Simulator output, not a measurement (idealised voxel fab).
A process module follows: voxel transistor to metal.
Square cell edge 5 nm, section width 170 nm, ID cut.
Bands, listed from the top down, are how a cross-section gets written in this document; the cross-section itself is a grid of square cells, and a band is one or more rows of them. This entry defines a band. It first specifies the height of the band's top and the height of its bottom in nm, and then specifies the band's materials from left to right, stating each material with its width in nm. The word "all across" identifies a single material that fills the band from edge to edge, while the word "blank" identifies empty space. Beneath 0, the wafer as received is one material, and that level is where height counting begins. The lowest band goes on downward without a bottom; it is written like "from 0 down". You'd read "30->40" like this: the band's top row of cells is as wide as the first number, its bottom row is as wide as the second, and going down, every row changes width by the same amount as the row before did. The designation "changes: none", where it is given for a processing step, indicates that no cell of the cross-section was altered in the course of that step. Listed in "Closed void inventory": every empty space of 8 or more cells without an open way to the top. Form: width x height at distance, the distance being from the left edge, all in nm. Post-settings text on a step line: simulator's own remark regarding the step. overlay nm: how far to the right of its planned place the mask lay on this masked step (negative: to the left). Read the rest as pairs. Take the cross-section before one process step, then the cross-section after it, which shows only down to the lowest band that changed. Under the pair, find the step between them and its settings. Bear in mind that pairs may come from different runs of this module on the same starting wafer: link a pair to the pair above it only where its entry headed "Preceding state" says to.
### Preceding state
    from 105 to 95  30 nm aC, 20 nm blank, 70 nm aC, 20 nm blank, 30 nm aC
    from 95 to 85  30 nm SiO2, 20 nm blank, 70 nm SiO2, 20 nm blank, 30 nm SiO2
    from 85 to 75  30 nm SiO2, 15 nm blank, 5 nm aC, 70 nm SiO2, 15 nm blank, 5 nm aC, 30 nm SiO2
    from 75 to 65  30 nm SiO2, 15 nm blank, 75 nm SiO2, 15 nm blank, 35 nm SiO2
    from 65 to 60  SiCN all across
    from 60 to 45  30 nm lowk, 5 nm TiN, 10 nm Cu, 5 nm TiN, 70 nm lowk, 5 nm TiN, 10 nm Cu, 5 nm TiN, 30 nm lowk
    from 45 to 40  30 nm SiN, 20 nm TiN, 70 nm SiN, 20 nm TiN, 30 nm SiN
    from 40 to 25  30 nm SiO2, 5 nm TiN, 10 nm Ru, 5 nm TiN, 70 nm SiO2, 5 nm TiN, 10 nm Ru, 5 nm TiN, 30 nm SiO2
    from 25 to 20  30 nm SiO2, 20 nm TiN, 5 nm SiO2, 10 nm SiN, 40 nm HfO2, 10 nm SiN, 5 nm SiO2, 20 nm TiN, 30 nm SiO2
    from 20 to 5  SiCN all across
    from 5 to 0  SiO2 all across
    from 0 down  Si all across
    Closed void inventory: none
### after
    from 105 to 95  30 nm aC, 20 nm blank, 70 nm aC, 20 nm blank, 30 nm aC
    from 95 to 85  30 nm SiO2, 20 nm blank, 70 nm SiO2, 20 nm blank, 30 nm SiO2
    from 85 to 75  30 nm SiO2, 15 nm blank, 5 nm aC, 70 nm SiO2, 15 nm blank, 5 nm aC, 30 nm SiO2
    from 75 to 65  30 nm SiO2, 15 nm blank, 75 nm SiO2, 15 nm blank, 35 nm SiO2
    from 65 to 60  30 nm SiCN, 15 nm blank, 75 nm SiCN, 15 nm blank, 35 nm SiCN
    Unchanged below 60.
    Closed void inventory: none
Process step separating the two views above: DIRECTIONAL_ETCH | etch materials SiCN | depth nm 5
Preceding state: Reference is made to the cross-section shown after the step in the pair directly above, which represents the state prior to this step.
### after
    from 95 to 75  30 nm SiO2, 20 nm blank, 70 nm SiO2, 20 nm blank, 30 nm SiO2
    Unchanged below 75.
    Closed void inventory: none
Process step separating the two views above: STRIP | etch materials aC
Preceding state: Reference is made to the cross-section shown after the step in the pair directly above, which represents the state prior to this step.
### after
    from 100 to 95  35 nm TiN, 10 nm blank, 80 nm TiN, 10 nm blank, 35 nm TiN
    from 95 to 80  30 nm SiO2, 5 nm TiN, 10 nm blank, 5 nm TiN, 70 nm SiO2, 5 nm TiN, 10 nm blank, 5 nm TiN, 30 nm SiO2
    from 80 to 75  30 nm SiO2, 5 nm TiN, 5 nm blank, 10 nm TiN, 70 nm SiO2, 5 nm TiN, 5 nm blank, 10 nm TiN, 30 nm SiO2
    from 75 to 65  30 nm SiO2, 5 nm TiN, 5 nm blank, 5 nm TiN, 75 nm SiO2, 5 nm TiN, 5 nm blank, 5 nm TiN, 35 nm SiO2
    from 65 to 60  30 nm SiCN, 15 nm TiN, 75 nm SiCN, 15 nm TiN, 35 nm SiCN
    Unchanged below 60.
    Closed void inventory: none
Process step separating the two views above: CONFORMAL_DEP | material TiN | thk nm 5
Preceding state: Reference is made to the cross-section shown after the step in the pair directly above, which represents the state prior to this step.
### after
    from 110 to 100  Cu all across
    from 100 to 95  35 nm TiN, 10 nm Cu, 80 nm TiN, 10 nm Cu, 35 nm TiN
    from 95 to 80  30 nm SiO2, 5 nm TiN, 10 nm Cu, 5 nm TiN, 70 nm SiO2, 5 nm TiN, 10 nm Cu, 5 nm TiN, 30 nm SiO2
    from 80 to 75  30 nm SiO2, 5 nm TiN, 5 nm Cu, 10 nm TiN, 70 nm SiO2, 5 nm TiN, 5 nm Cu, 10 nm TiN, 30 nm SiO2
    from 75 to 65  30 nm SiO2, 5 nm TiN, 5 nm Cu, 5 nm TiN, 75 nm SiO2, 5 nm TiN, 5 nm Cu, 5 nm TiN, 35 nm SiO2
    Unchanged below 65.
    Closed void inventory: none
Process step separating the two views above: FILL_DEP | material Cu | thk nm 10
Preceding state: Reference is made to the cross-section shown after the step in the pair directly above, which represents the state prior to this step.
### after
    from 95 to 80  30 nm SiO2, 5 nm TiN, 10 nm Cu, 5 nm TiN, 70 nm SiO2, 5 nm TiN, 10 nm Cu, 5 nm TiN, 30 nm SiO2
    Unchanged below 80.
    Closed void inventory: none
Process step separating the two views above: CMP | height nm 95
Preceding state: Reference is made to the cross-section shown after the step in the pair directly above, which represents the state prior to this step.
### after
    from 100 to 95  SiCN all across
    Unchanged below 95.
    Closed void inventory: none
Process step separating the two views above: CONFORMAL_DEP | material SiCN | thk nm 5
### Preceding state
    from 95 to 65  SiO2 all across
    from 65 to 60  SiCN all across
    from 60 to 45  30 nm lowk, 5 nm TiN, 10 nm Cu, 5 nm TiN, 70 nm lowk, 5 nm TiN, 10 nm Cu, 5 nm TiN, 30 nm lowk
    from 45 to 40  30 nm SiN, 20 nm TiN, 70 nm SiN, 20 nm TiN, 30 nm SiN
    from 40 to 25  30 nm SiO2, 5 nm TiN, 10 nm Ru, 5 nm TiN, 70 nm SiO2, 5 nm TiN, 10 nm Ru, 5 nm TiN, 30 nm SiO2
    from 25 to 10  30 nm SiO2, 5 nm TiN, 10 nm Ru, 5 nm TiN, 5 nm SiO2, 10 nm SiN, 5 nm HfO2, 5 nm TiN, 20 nm W, 5 nm TiN, 5 nm HfO2, 10 nm SiN, 5 nm SiO2, 5 nm TiN, 10 nm Ru, 5 nm TiN, 30 nm SiO2
    from 10 to 5  20 nm SiO2, 10 nm SiN, 5 nm TiN, 10 nm Ru, 5 nm TiN, 5 nm SiO2, 10 nm SiN, 5 nm HfO2, 5 nm TiN, 20 nm W, 5 nm TiN, 5 nm HfO2, 10 nm SiN, 5 nm SiO2, 5 nm TiN, 10 nm Ru, 5 nm TiN, 10 nm SiN, 20 nm SiO2
    from 5 to 0  20 nm SiO2, 10 nm SiN, 20 nm TiN, 5 nm SiO2, 10 nm SiN, 5 nm HfO2, 30 nm TiN, 5 nm HfO2, 10 nm SiN, 5 nm SiO2, 20 nm TiN, 10 nm SiN, 20 nm SiO2
    from 0 to -5  30 nm SiO2, 25 nm pSi, 10 nm SiO2, 40 nm HfO2, 10 nm SiO2, 25 nm pSi, 30 nm SiO2
    from -5 to -35  25 nm SiO2, 120 nm Si, 25 nm SiO2
    from -35 down  Si all across
    Closed void inventory: none
### after
    from 115 to 95  30 nm blank, 20 nm resist, 70 nm blank, 20 nm resist, 30 nm blank
    Unchanged below 95.
    Closed void inventory: none
Process step separating the two views above: PATTERN | tone cover | mask id METAL_2 | material resist | width nm 20 | pitch nm 90 | thk nm 20 | overlay nm 0
Preceding state: Reference is made to the cross-section shown after the step in the pair directly above, which represents the state prior to this step.
### after
    from 115 to 95  30 nm blank, 20 nm resist, 70 nm blank, 20 nm resist, 30 nm blank
    from 95 to 75  30 nm blank, 20 nm SiO2, 70 nm blank, 20 nm SiO2, 30 nm blank
    Unchanged below 75.
    Closed void inventory: none
Process step separating the two views above: DIRECTIONAL_ETCH | etch materials SiO2 | depth nm 20
Preceding state: Reference is made to the cross-section shown after the step in the pair directly above, which represents the state prior to this step.
### after
    from 95 to 75  30 nm blank, 20 nm SiO2, 70 nm blank, 20 nm SiO2, 30 nm blank
    Unchanged below 75.
    Closed void inventory: none
Process step separating the two views above: STRIP | etch materials resist
Preceding state: Reference is made to the cross-section shown after the step in the pair directly above, which represents the state prior to this step.
### after
    from 105 to 95  30 nm blank, 20 nm aC, 70 nm blank, 20 nm aC, 30 nm blank
    from 95 to 85  30 nm blank, 20 nm SiO2, 70 nm blank, 20 nm SiO2, 30 nm blank
    from 85 to 75  30 nm aC, 20 nm SiO2, 70 nm aC, 20 nm SiO2, 30 nm aC
    Unchanged below 75.
    Closed void inventory: none
Process step separating the two views above: DIRECTIONAL_DEP | material aC | thk nm 10
Preceding state: Reference is made to the cross-section shown after the step in the pair directly above, which represents the state prior to this step.
### after
    from 135 to 105  30 nm resist, 15 nm blank, 75 nm resist, 15 nm blank, 35 nm resist
    from 105 to 95  30 nm resist, 20 nm aC, 70 nm resist, 20 nm aC, 30 nm resist
    from 95 to 85  30 nm resist, 20 nm SiO2, 70 nm resist, 20 nm SiO2, 30 nm resist
    Unchanged below 85.
    Closed void inventory: none
Process step separating the two views above: PATTERN | tone open | mask id METAL_2_HOLES | material resist | width nm 15 | pitch nm 90 | thk nm 30 | overlay nm 0
Preceding state: Reference is made to the cross-section shown after the step in the pair directly above, which represents the state prior to this step.
### after
    from 125 to 105  30 nm resist, 15 nm blank, 75 nm resist, 15 nm blank, 35 nm resist
    from 105 to 95  30 nm resist, 15 nm blank, 5 nm aC, 70 nm resist, 15 nm blank, 5 nm aC, 30 nm resist
    Unchanged below 95.
    Closed void inventory: none
Process step separating the two views above: DIRECTIONAL_ETCH | etch materials aC | depth nm 10
Preceding state: Reference is made to the cross-section shown after the step in the pair directly above, which represents the state prior to this step.
### after
    from 105 to 95  45 nm blank, 5 nm aC, 85 nm blank, 5 nm aC, 30 nm blank
    from 95 to 85  30 nm blank, 20 nm SiO2, 70 nm blank, 20 nm SiO2, 30 nm blank
    Unchanged below 85.
    Closed void inventory: none
Process step separating the two views above: STRIP | etch materials resist
Preceding state: Reference is made to the cross-section shown after the step in the pair directly above, which represents the state prior to this step.
### after
    from 105 to 95  45 nm blank, 5 nm aC, 85 nm blank, 5 nm aC, 30 nm blank
    from 95 to 85  45 nm blank, 5 nm SiO2, 85 nm blank, 5 nm SiO2, 30 nm blank
    Unchanged below 85.
    Closed void inventory: none
Process step separating the two views above: DIRECTIONAL_ETCH | etch materials SiO2 | depth nm 10
Preceding state: Reference is made to the cross-section shown after the step in the pair directly above, which represents the state prior to this step.
### after
    from 95 to 85  45 nm blank, 5 nm SiO2, 85 nm blank, 5 nm SiO2, 30 nm blank
    from 85 to 75  30 nm blank, 20 nm SiO2, 70 nm blank, 20 nm SiO2, 30 nm blank
    Unchanged below 75.
    Closed void inventory: none
Process step separating the two views above: STRIP | etch materials aC
Preceding state: Reference is made to the cross-section shown after the step in the pair directly above, which represents the state prior to this step.
### after
    from 100 to 95  40 nm blank, 15 nm TiN, 75 nm blank, 15 nm TiN, 25 nm blank
    from 95 to 85  40->25 nm blank, 5->20 nm TiN, 5 nm SiO2, 5 nm TiN, 75->60 nm blank, 5->20 nm TiN, 5 nm SiO2, 5 nm TiN, 25 nm blank
    from 85 to 80  25 nm blank, 5 nm TiN, 20 nm SiO2, 5 nm TiN, 60 nm blank, 5 nm TiN, 20 nm SiO2, 5 nm TiN, 25 nm blank
    from 80 to 75  30 nm TiN, 20 nm SiO2, 70 nm TiN, 20 nm SiO2, 30 nm TiN
    Unchanged below 75.
    Closed void inventory: none
Process step separating the two views above: CONFORMAL_DEP | material TiN | thk nm 5
Preceding state: Reference is made to the cross-section shown after the step in the pair directly above, which represents the state prior to this step.
### after
    from 110 to 100  Cu all across
    from 100 to 95  40 nm Cu, 15 nm TiN, 75 nm Cu, 15 nm TiN, 25 nm Cu
    from 95 to 85  40->25 nm Cu, 5->20 nm TiN, 5 nm SiO2, 5 nm TiN, 75->60 nm Cu, 5->20 nm TiN, 5 nm SiO2, 5 nm TiN, 25 nm Cu
    from 85 to 80  25 nm Cu, 5 nm TiN, 20 nm SiO2, 5 nm TiN, 60 nm Cu, 5 nm TiN, 20 nm SiO2, 5 nm TiN, 25 nm Cu
    Unchanged below 80.
    Closed void inventory: none
Process step separating the two views above: FILL_DEP | material Cu | thk nm 10
Preceding state: Reference is made to the cross-section shown after the step in the pair directly above, which represents the state prior to this step.
### after
    from 95 to 85  40->25 nm Cu, 5->20 nm TiN, 5 nm SiO2, 5 nm TiN, 75->60 nm Cu, 5->20 nm TiN, 5 nm SiO2, 5 nm TiN, 25 nm Cu
    Unchanged below 85.
    Closed void inventory: none
Process step separating the two views above: CMP | height nm 95
Preceding state: Reference is made to the cross-section shown after the step in the pair directly above, which represents the state prior to this step.
### after
    from 100 to 95  SiCN all across
    Unchanged below 95.
    Closed void inventory: none
Process step separating the two views above: CONFORMAL_DEP | material SiCN | thk nm 5
